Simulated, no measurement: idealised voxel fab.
This section sets out a process module, namely voxel spacer lines.
The figure presents cross-section cut, which has a width of 235 nm and is divided into square cells with an edge length of 5 nm.
When this document writes out a cross-section, it uses a grid of square cells and lists it as bands, beginning at the top and moving down, with a band standing for one or more rows of cells.
It is stipulated that each band's entry specify, in nanometres, the height of the top of the band and then that of its bottom, followed by the materials of the band in left-to-right sequence, each together with its width in nanometres. A single material marked by the word "throughout" is understood to fill the band from edge to edge; the word "empty" is understood to denote empty space.
Ref level 0: as-received wafer is one material below here. Bottom band extends down with no lower bound ("0 -> down").
Note: "30..40" means the width goes from the first number (top row of the band) to the second number (bottom row) in equal steps per row of cells.
"same as before" after a step means that no cell of the cross-section changed.
"Closed void listing" lists enclosed empty spaces (at least 8 cells, no open path upward to the top), each as width x height at distance from the left edge, in nm.
Heads up: the bit after the settings on a step's line is the simulator's remark on that step.
The optional step-line setting "overlay nm" applies to steps with a mask and quantifies how far to the right of its planned location the mask lay, a negative value indicating leftward placement.
Read the rest as pairs. Take the cross-section before one process step, then the cross-section after it, which shows only down to the lowest band that changed. Under the pair, find the step between them and its settings. Bear in mind that pairs may come from different runs of this module on the same starting wafer: link a pair to the pair above it only where its entry headed "Snapshot before" says to.

Snapshot before:
    0 -> down | Si throughout
    Closed void listing: none

After the Step:
    10 -> 0 | Al2O3 throughout
    For the remainder of the cross-section, below 0, there is no change.
    Closed void listing: none
Upper to lower cross-section via op CONFORMAL_DEP | material Al2O3 | thk nm 10

Snapshot before: see preceding pair, after cross-section.

After the Step:
    25 -> 10 | SiN throughout
    For the remainder of the cross-section, below 10, there is no change.
    Closed void listing: none
Upper to lower cross-section via op DIRECTIONAL_DEP | material SiN | thk nm 15

Snapshot before: see preceding pair, after cross-section.

After the Step:
    45 -> 25 | polySi throughout
    For the remainder of the cross-section, below 25, there is no change.
    Closed void listing: none
Upper to lower cross-section via op DIRECTIONAL_DEP | material polySi | thk nm 20

Snapshot before: see preceding pair, after cross-section.

After the Step:
    70 -> 45 | empty: 70  resist: 20  empty: 50  resist: 20  empty: 75
    For the remainder of the cross-section, below 45, there is no change.
    Closed void listing: none
Upper to lower cross-section via op PATTERN | tone cover | mask id MANDREL | material resist | width nm 20 | pitch nm 70 | thk nm 25 | overlay nm 0

Snapshot before: see preceding pair, after cross-section.

After the Step:
    70 -> 45 | empty: 70  resist: 20  empty: 50  resist: 20  empty: 75
    45 -> 25 | empty: 70  polySi: 20  empty: 50  polySi: 20  empty: 75
    For the remainder of the cross-section, below 25, there is no change.
    Closed void listing: none
Upper to lower cross-section via op DIRECTIONAL_ETCH | etch materials polySi | depth nm 20

Snapshot before: see preceding pair, after cross-section.

After the Step:
    45 -> 25 | empty: 70  polySi: 20  empty: 50  polySi: 20  empty: 75
    For the remainder of the cross-section, below 25, there is no change.
    Closed void listing: none
Upper to lower cross-section via op STRIP | etch materials resist

Snapshot before: see preceding pair, after cross-section.

After the Step:
    60 -> 45 | empty: 55  SiO2: 50  empty: 20  SiO2: 50  empty: 60
    45 -> 40 | empty: 55  SiO2: 15  polySi: 20  SiO2: 15  empty: 20  SiO2: 15  polySi: 20  SiO2: 15  empty: 60
    40 -> 25 | SiO2: 70  polySi: 20  SiO2: 50  polySi: 20  SiO2: 75
    For the remainder of the cross-section, below 25, there is no change.
    Closed void listing: none
Upper to lower cross-section via op CONFORMAL_DEP | material SiO2 | thk nm 15

Snapshot before: see preceding pair, after cross-section.

After the Step:
    45 -> 25 | empty: 55  SiO2: 15  polySi: 20  SiO2: 15  empty: 20  SiO2: 15  polySi: 20  SiO2: 15  empty: 60
    For the remainder of the cross-section, below 25, there is no change.
    Closed void listing: none
Upper to lower cross-section via op DIRECTIONAL_ETCH | etch materials SiO2 | depth nm 15

Snapshot before: see preceding pair, after cross-section.

After the Step:
    45 -> 25 | empty: 55  SiO2: 15  empty: 20  SiO2: 15  empty: 20  SiO2: 15  empty: 20  SiO2: 15  empty: 60
    For the remainder of the cross-section, below 25, there is no change.
    Closed void listing: none
Upper to lower cross-section via op STRIP | etch materials polySi

Snapshot before: see preceding pair, after cross-section.

After the Step:
    45 -> 25 | empty: 55  SiO2: 15  empty: 20  SiO2: 15  empty: 20  SiO2: 15  empty: 20  SiO2: 15  empty: 60
    25 -> 10 | empty: 55  SiN: 15  empty: 20  SiN: 15  empty: 20  SiN: 15  empty: 20  SiN: 15  empty: 60
    For the remainder of the cross-section, below 10, there is no change.
    Closed void listing: none
Upper to lower cross-section via op DIRECTIONAL_ETCH | etch materials SiN | depth nm 15

Snapshot before: see preceding pair, after cross-section.

After the Step:
    25 -> 10 | empty: 55  SiN: 15  empty: 20  SiN: 15  empty: 20  SiN: 15  empty: 20  SiN: 15  empty: 60
    For the remainder of the cross-section, below 10, there is no change.
    Closed void listing: none
Upper to lower cross-section via op STRIP | etch materials SiO2

Snapshot before: see preceding pair, after cross-section.

After the Step:
    30 -> 25 | lowk throughout
    25 -> 10 | lowk: 55  SiN: 15  lowk: 20  SiN: 15  lowk: 20  SiN: 15  lowk: 20  SiN: 15  lowk: 60
    For the remainder of the cross-section, below 10, there is no change.
    Closed void listing: none
Upper to lower cross-section via op FILL_DEP | material lowk | thk nm 5

Snapshot before: see preceding pair, after cross-section.

After the Step:
    25 -> 10 | lowk: 55  SiN: 15  lowk: 20  SiN: 15  lowk: 20  SiN: 15  lowk: 20  SiN: 15  lowk: 60
    For the remainder of the cross-section, below 10, there is no change.
    Closed void listing: none
Upper to lower cross-section via op CMP | height nm 25

Snapshot before:
    45 -> 25 | empty: 55  SiO2: 15  empty: 20  SiO2: 15  empty: 20  SiO2: 15  empty: 20  SiO2: 15  empty: 60
    25 -> 10 | empty: 55  SiN: 15  empty: 20  SiN: 15  empty: 20  SiN: 15  empty: 20  SiN: 15  empty: 60
    10 -> 0 | Al2O3 throughout
    0 -> down | Si throughout
    Closed void listing: none

After the Step:
    50 -> 45 | lowk throughout
    45 -> 25 | lowk: 55  SiO2: 15  lowk: 20  SiO2: 15  lowk: 20  SiO2: 15  lowk: 20  SiO2: 15  lowk: 60
    25 -> 10 | lowk: 55  SiN: 15  lowk: 20  SiN: 15  lowk: 20  SiN: 15  lowk: 20  SiN: 15  lowk: 60
    For the remainder of the cross-section, below 10, there is no change.
    Closed void listing: none
Upper to lower cross-section via op FILL_DEP | material lowk | thk nm 5

Snapshot before: see preceding pair, after cross-section.

After the Step:
    25 -> 10 | lowk: 55  SiN: 15  lowk: 20  SiN: 15  lowk: 20  SiN: 15  lowk: 20  SiN: 15  lowk: 60
    For the remainder of the cross-section, below 10, there is no change.
    Closed void listing: none
Upper to lower cross-section via op CMP | height nm 25

Snapshot before:
    10 -> 0 | Al2O3 throughout
    0 -> down | Si throughout
    Closed void listing: none

After the Step:
    30 -> 10 | polySi throughout
    For the remainder of the cross-section, below 10, there is no change.
    Closed void listing: none
Upper to lower cross-section via op DIRECTIONAL_DEP | material polySi | thk nm 20

Snapshot before: see preceding pair, after cross-section.

After the Step:
    45 -> 30 | SiN throughout
    For the remainder of the cross-section, below 30, there is no change.
    Closed void listing: none
Upper to lower cross-section via op DIRECTIONAL_DEP | material SiN | thk nm 15

Snapshot before: see preceding pair, after cross-section.

After the Step:
    70 -> 45 | empty: 70  resist: 20  empty: 50  resist: 20  empty: 75
    For the remainder of the cross-section, below 45, there is no change.
    Closed void listing: none
Upper to lower cross-section via op PATTERN | tone cover | mask id MANDREL | material resist | width nm 20 | pitch nm 70 | thk nm 25 | overlay nm 0

Snapshot before: see preceding pair, after cross-section.

After the Step:
    45 -> 30 | SiN throughout
    For the remainder of the cross-section, below 30, there is no change.
    Closed void listing: none
Upper to lower cross-section via op STRIP | etch materials resist

Snapshot before: see preceding pair, after cross-section.

After the Step:
    60 -> 45 | SiO2 throughout
    For the remainder of the cross-section, below 45, there is no change.
    Closed void listing: none
Upper to lower cross-section via op CONFORMAL_DEP | material SiO2 | thk nm 15

Snapshot before: see preceding pair, after cross-section.

After the Step:
    45 -> 30 | SiN throughout
    For the remainder of the cross-section, below 30, there is no change.
    Closed void listing: none
Upper to lower cross-section via op DIRECTIONAL_ETCH | etch materials SiO2 | depth nm 15

Snapshot before: see preceding pair, after cross-section.

After the Step:
    30 -> 10 | polySi throughout
    For the remainder of the cross-section, below 10, there is no change.
    Closed void listing: none
Upper to lower cross-section via op DIRECTIONAL_ETCH | etch materials SiN | depth nm 15

Snapshot before: see preceding pair, after cross-section.

After the Step:
    35 -> 30 | lowk throughout
    For the remainder of the cross-section, below 30, there is no change.
    Closed void listing: none
Upper to lower cross-section via op FILL_DEP | material lowk | thk nm 5

Snapshot before: see preceding pair, after cross-section.

After the Step:
    25 -> 10 | polySi throughout
    For the remainder of the cross-section, below 10, there is no change.
    Closed void listing: none
Upper to lower cross-section via op CMP | height nm 25

Snapshot before:
    45 -> 25 | empty: 70  polySi: 20  empty: 50  polySi: 20  empty: 75
    25 -> 10 | SiN throughout
    10 -> 0 | Al2O3 throughout
    0 -> down | Si throughout
    Closed void listing: none

After the Step:
    55 -> 45 | empty: 60  SiO2: 40  empty: 30  SiO2: 40  empty: 65
    45 -> 35 | empty: 60  SiO2: 10  polySi: 20  SiO2: 10  empty: 30  SiO2: 10  polySi: 20  SiO2: 10  empty: 65
    35 -> 25 | SiO2: 70  polySi: 20  SiO2: 50  polySi: 20  SiO2: 75
    For the remainder of the cross-section, below 25, there is no change.
    Closed void listing: none
Upper to lower cross-section via op CONFORMAL_DEP | material SiO2 | thk nm 10

Snapshot before: see preceding pair, after cross-section.

After the Step:
    45 -> 40 | empty: 70  polySi: 20  empty: 50  polySi: 20  empty: 75
    40 -> 25 | empty: 60  SiO2: 10  polySi: 20  SiO2: 10  empty: 30  SiO2: 10  polySi: 20  SiO2: 10  empty: 65
    For the remainder of the cross-section, below 25, there is no change.
    Closed void listing: none
Upper to lower cross-section via op DIRECTIONAL_ETCH | etch materials SiO2 | depth nm 15

Snapshot before: see preceding pair, after cross-section.

After the Step:
    40 -> 25 | empty: 60  SiO2: 10  empty: 20  SiO2: 10  empty: 30  SiO2: 10  empty: 20  SiO2: 10  empty: 65
    For the remainder of the cross-section, below 25, there is no change.
    Closed void listing: none
Upper to lower cross-section via op STRIP | etch materials polySi

Snapshot before: see preceding pair, after cross-section.

After the Step:
    40 -> 25 | empty: 60  SiO2: 10  empty: 20  SiO2: 10  empty: 30  SiO2: 10  empty: 20  SiO2: 10  empty: 65
    25 -> 10 | empty: 60  SiN: 10  empty: 20  SiN: 10  empty: 30  SiN: 10  empty: 20  SiN: 10  empty: 65
    For the remainder of the cross-section, below 10, there is no change.
    Closed void listing: none
Upper to lower cross-section via op DIRECTIONAL_ETCH | etch materials SiN | depth nm 15

Snapshot before: see preceding pair, after cross-section.

After the Step:
    25 -> 10 | empty: 60  SiN: 10  empty: 20  SiN: 10  empty: 30  SiN: 10  empty: 20  SiN: 10  empty: 65
    For the remainder of the cross-section, below 10, there is no change.
    Closed void listing: none
Upper to lower cross-section via op STRIP | etch materials SiO2

Snapshot before: see preceding pair, after cross-section.

After the Step:
    30 -> 25 | lowk throughout
    25 -> 10 | lowk: 60  SiN: 10  lowk: 20  SiN: 10  lowk: 30  SiN: 10  lowk: 20  SiN: 10  lowk: 65
    For the remainder of the cross-section, below 10, there is no change.
    Closed void listing: none
Upper to lower cross-section via op FILL_DEP | material lowk | thk nm 5

Snapshot before: see preceding pair, after cross-section.

After the Step:
    25 -> 10 | lowk: 60  SiN: 10  lowk: 20  SiN: 10  lowk: 30  SiN: 10  lowk: 20  SiN: 10  lowk: 65
    For the remainder of the cross-section, below 10, there is no change.
    Closed void listing: none
Upper to lower cross-section via op CMP | height nm 25

Snapshot before:
    45 -> 25 | polySi throughout
    25 -> 10 | SiN throughout
    10 -> 0 | Al2O3 throughout
    0 -> down | Si throughout
    Closed void listing: none

After the Step:
    70 -> 45 | empty: 70  resist: 25  empty: 45  resist: 25  empty: 70
    For the remainder of the cross-section, below 45, there is no change.
    Closed void listing: none
Upper to lower cross-section via op PATTERN | tone cover | mask id MANDREL | material resist | width nm 25 | pitch nm 70 | thk nm 25 | overlay nm 0

Snapshot before: see preceding pair, after cross-section.

After the Step:
    70 -> 45 | empty: 70  resist: 25  empty: 45  resist: 25  empty: 70
    45 -> 25 | empty: 70  polySi: 25  empty: 45  polySi: 25  empty: 70
    For the remainder of the cross-section, below 25, there is no change.
    Closed void listing: none
Upper to lower cross-section via op DIRECTIONAL_ETCH | etch materials polySi | depth nm 20

Snapshot before: see preceding pair, after cross-section.

After the Step:
    45 -> 25 | empty: 70  polySi: 25  empty: 45  polySi: 25  empty: 70
    For the remainder of the cross-section, below 25, there is no change.
    Closed void listing: none
Upper to lower cross-section via op STRIP | etch materials resist

Snapshot before: see preceding pair, after cross-section.

After the Step:
    60 -> 45 | empty: 55  SiO2: 55  empty: 15  SiO2: 55  empty: 55
    45 -> 40 | empty: 55  SiO2: 15  polySi: 25  SiO2: 15  empty: 15  SiO2: 15  polySi: 25  SiO2: 15  empty: 55
    40 -> 25 | SiO2: 70  polySi: 25  SiO2: 45  polySi: 25  SiO2: 70
    For the remainder of the cross-section, below 25, there is no change.
    Closed void listing: none
Upper to lower cross-section via op CONFORMAL_DEP | material SiO2 | thk nm 15

Snapshot before: see preceding pair, after cross-section.

After the Step:
    45 -> 25 | empty: 55  SiO2: 15  polySi: 25  SiO2: 15  empty: 15  SiO2: 15  polySi: 25  SiO2: 15  empty: 55
    For the remainder of the cross-section, below 25, there is no change.
    Closed void listing: none
Upper to lower cross-section via op DIRECTIONAL_ETCH | etch materials SiO2 | depth nm 15

Snapshot before: see preceding pair, after cross-section.

After the Step:
    45 -> 25 | empty: 55  SiO2: 15  empty: 25  SiO2: 15  empty: 15  SiO2: 15  empty: 25  SiO2: 15  empty: 55
    For the remainder of the cross-section, below 25, there is no change.
    Closed void listing: none
Upper to lower cross-section via op STRIP | etch materials polySi

Snapshot before: see preceding pair, after cross-section.

After the Step:
    45 -> 25 | empty: 55  SiO2: 15  empty: 25  SiO2: 15  empty: 15  SiO2: 15  empty: 25  SiO2: 15  empty: 55
    25 -> 10 | empty: 55  SiN: 15  empty: 25  SiN: 15  empty: 15  SiN: 15  empty: 25  SiN: 15  empty: 55
    For the remainder of the cross-section, below 10, there is no change.
    Closed void listing: none
Upper to lower cross-section via op DIRECTIONAL_ETCH | etch materials SiN | depth nm 15

Snapshot before: see preceding pair, after cross-section.

After the Step:
    25 -> 10 | empty: 55  SiN: 15  empty: 25  SiN: 15  empty: 15  SiN: 15  empty: 25  SiN: 15  empty: 55
    For the remainder of the cross-section, below 10, there is no change.
    Closed void listing: none
Upper to lower cross-section via op STRIP | etch materials SiO2

Snapshot before: see preceding pair, after cross-section.

After the Step:
    30 -> 25 | lowk throughout
    25 -> 10 | lowk: 55  SiN: 15  lowk: 25  SiN: 15  lowk: 15  SiN: 15  lowk: 25  SiN: 15  lowk: 55
    For the remainder of the cross-section, below 10, there is no change.
    Closed void listing: none
Upper to lower cross-section via op FILL_DEP | material lowk | thk nm 5

Snapshot before: see preceding pair, after cross-section.

After the Step:
    25 -> 10 | lowk: 55  SiN: 15  lowk: 25  SiN: 15  lowk: 15  SiN: 15  lowk: 25  SiN: 15  lowk: 55
    For the remainder of the cross-section, below 10, there is no change.
    Closed void listing: none
Upper to lower cross-section via op CMP | height nm 25

Snapshot before:
    45 -> 25 | polySi throughout
    25 -> 10 | SiN throughout
    10 -> 0 | Al2O3 throughout
    0 -> down | Si throughout
    Closed void listing: none

After the Step:
    70 -> 45 | empty: 75  resist: 20  empty: 50  resist: 20  empty: 70
    For the remainder of the cross-section, below 45, there is no change.
    Closed void listing: none
Upper to lower cross-section via op PATTERN | tone cover | mask id MANDREL | material resist | width nm 20 | pitch nm 70 | thk nm 25 | overlay nm 5

Snapshot before: see preceding pair, after cross-section.

After the Step:
    70 -> 45 | empty: 75  resist: 20  empty: 50  resist: 20  empty: 70
    45 -> 25 | empty: 75  polySi: 20  empty: 50  polySi: 20  empty: 70
    For the remainder of the cross-section, below 25, there is no change.
    Closed void listing: none
Upper to lower cross-section via op DIRECTIONAL_ETCH | etch materials polySi | depth nm 20

Snapshot before: see preceding pair, after cross-section.

After the Step:
    45 -> 25 | empty: 75  polySi: 20  empty: 50  polySi: 20  empty: 70
    For the remainder of the cross-section, below 25, there is no change.
    Closed void listing: none
Upper to lower cross-section via op STRIP | etch materials resist

Snapshot before: see preceding pair, after cross-section.

After the Step:
    60 -> 45 | empty: 60  SiO2: 50  empty: 20  SiO2: 50  empty: 55
    45 -> 40 | empty: 60  SiO2: 15  polySi: 20  SiO2: 15  empty: 20  SiO2: 15  polySi: 20  SiO2: 15  empty: 55
    40 -> 25 | SiO2: 75  polySi: 20  SiO2: 50  polySi: 20  SiO2: 70
    For the remainder of the cross-section, below 25, there is no change.
    Closed void listing: none
Upper to lower cross-section via op CONFORMAL_DEP | material SiO2 | thk nm 15

Snapshot before: see preceding pair, after cross-section.

After the Step:
    45 -> 25 | empty: 60  SiO2: 15  polySi: 20  SiO2: 15  empty: 20  SiO2: 15  polySi: 20  SiO2: 15  empty: 55
    For the remainder of the cross-section, below 25, there is no change.
    Closed void listing: none
Upper to lower cross-section via op DIRECTIONAL_ETCH | etch materials SiO2 | depth nm 15

Snapshot before: see preceding pair, after cross-section.

After the Step:
    45 -> 25 | empty: 60  SiO2: 15  empty: 20  SiO2: 15  empty: 20  SiO2: 15  empty: 20  SiO2: 15  empty: 55
    For the remainder of the cross-section, below 25, there is no change.
    Closed void listing: none
Upper to lower cross-section via op STRIP | etch materials polySi

Snapshot before: see preceding pair, after cross-section.

After the Step:
    45 -> 25 | empty: 60  SiO2: 15  empty: 20  SiO2: 15  empty: 20  SiO2: 15  empty: 20  SiO2: 15  empty: 55
    25 -> 10 | empty: 60  SiN: 15  empty: 20  SiN: 15  empty: 20  SiN: 15  empty: 20  SiN: 15  empty: 55
    For the remainder of the cross-section, below 10, there is no change.
    Closed void listing: none
Upper to lower cross-section via op DIRECTIONAL_ETCH | etch materials SiN | depth nm 15

Snapshot before: see preceding pair, after cross-section.

After the Step:
    25 -> 10 | empty: 60  SiN: 15  empty: 20  SiN: 15  empty: 20  SiN: 15  empty: 20  SiN: 15  empty: 55
    For the remainder of the cross-section, below 10, there is no change.
    Closed void listing: none
Upper to lower cross-section via op STRIP | etch materials SiO2

Snapshot before: see preceding pair, after cross-section.

After the Step:
    30 -> 25 | lowk throughout
    25 -> 10 | lowk: 60  SiN: 15  lowk: 20  SiN: 15  lowk: 20  SiN: 15  lowk: 20  SiN: 15  lowk: 55
    For the remainder of the cross-section, below 10, there is no change.
    Closed void listing: none
Upper to lower cross-section via op FILL_DEP | material lowk | thk nm 5

Snapshot before: see preceding pair, after cross-section.

After the Step:
    25 -> 10 | lowk: 60  SiN: 15  lowk: 20  SiN: 15  lowk: 20  SiN: 15  lowk: 20  SiN: 15  lowk: 55
    For the remainder of the cross-section, below 10, there is no change.
    Closed void listing: none
Upper to lower cross-section via op CMP | height nm 25

Snapshot before:
    10 -> 0 | Al2O3 throughout
    0 -> down | Si throughout
    Closed void listing: none

After the Step:
    25 -> 10 | lowk throughout
    For the remainder of the cross-section, below 10, there is no change.
    Closed void listing: none
Upper to lower cross-section via op DIRECTIONAL_DEP | material lowk | thk nm 15

Snapshot before: see preceding pair, after cross-section.

After the Step:
    45 -> 25 | polySi throughout
    For the remainder of the cross-section, below 25, there is no change.
    Closed void listing: none
Upper to lower cross-section via op DIRECTIONAL_DEP | material polySi | thk nm 20

Snapshot before: see preceding pair, after cross-section.

After the Step:
    70 -> 45 | empty: 70  resist: 20  empty: 50  resist: 20  empty: 75
    For the remainder of the cross-section, below 45, there is no change.
    Closed void listing: none
Upper to lower cross-section via op PATTERN | tone cover | mask id MANDREL | material resist | width nm 20 | pitch nm 70 | thk nm 25 | overlay nm 0

Snapshot before: see preceding pair, after cross-section.

After the Step:
    70 -> 45 | empty: 70  resist: 20  empty: 50  resist: 20  empty: 75
    45 -> 25 | empty: 70  polySi: 20  empty: 50  polySi: 20  empty: 75
    For the remainder of the cross-section, below 25, there is no change.
    Closed void listing: none
Upper to lower cross-section via op DIRECTIONAL_ETCH | etch materials polySi | depth nm 20

Snapshot before: see preceding pair, after cross-section.

After the Step:
    45 -> 25 | empty: 70  polySi: 20  empty: 50  polySi: 20  empty: 75
    For the remainder of the cross-section, below 25, there is no change.
    Closed void listing: none
Upper to lower cross-section via op STRIP | etch materials resist

Snapshot before: see preceding pair, after cross-section.

After the Step:
    60 -> 45 | empty: 55  SiO2: 50  empty: 20  SiO2: 50  empty: 60
    45 -> 40 | empty: 55  SiO2: 15  polySi: 20  SiO2: 15  empty: 20  SiO2: 15  polySi: 20  SiO2: 15  empty: 60
    40 -> 25 | SiO2: 70  polySi: 20  SiO2: 50  polySi: 20  SiO2: 75
    For the remainder of the cross-section, below 25, there is no change.
    Closed void listing: none
Upper to lower cross-section via op CONFORMAL_DEP | material SiO2 | thk nm 15

Snapshot before: see preceding pair, after cross-section.

After the Step:
    45 -> 25 | empty: 55  SiO2: 15  polySi: 20  SiO2: 15  empty: 20  SiO2: 15  polySi: 20  SiO2: 15  empty: 60
    For the remainder of the cross-section, below 25, there is no change.
    Closed void listing: none
Upper to lower cross-section via op DIRECTIONAL_ETCH | etch materials SiO2 | depth nm 15

Snapshot before: see preceding pair, after cross-section.

After the Step:
    45 -> 25 | empty: 55  SiO2: 15  empty: 20  SiO2: 15  empty: 20  SiO2: 15  empty: 20  SiO2: 15  empty: 60
    For the remainder of the cross-section, below 25, there is no change.
    Closed void listing: none
Upper to lower cross-section via op STRIP | etch materials polySi

Snapshot before: see preceding pair, after cross-section.

After the Step:
    25 -> 10 | lowk throughout
    For the remainder of the cross-section, below 10, there is no change.
    Closed void listing: none
Upper to lower cross-section via op STRIP | etch materials SiO2

Snapshot before: see preceding pair, after cross-section.

After the Step:
    30 -> 10 | lowk throughout
    For the remainder of the cross-section, below 10, there is no change.
    Closed void listing: none
Upper to lower cross-section via op FILL_DEP | material lowk | thk nm 5

Snapshot before: see preceding pair, after cross-section.

After the Step:
    25 -> 10 | lowk throughout
    For the remainder of the cross-section, below 10, there is no change.
    Closed void listing: none
Upper to lower cross-section via op CMP | height nm 25
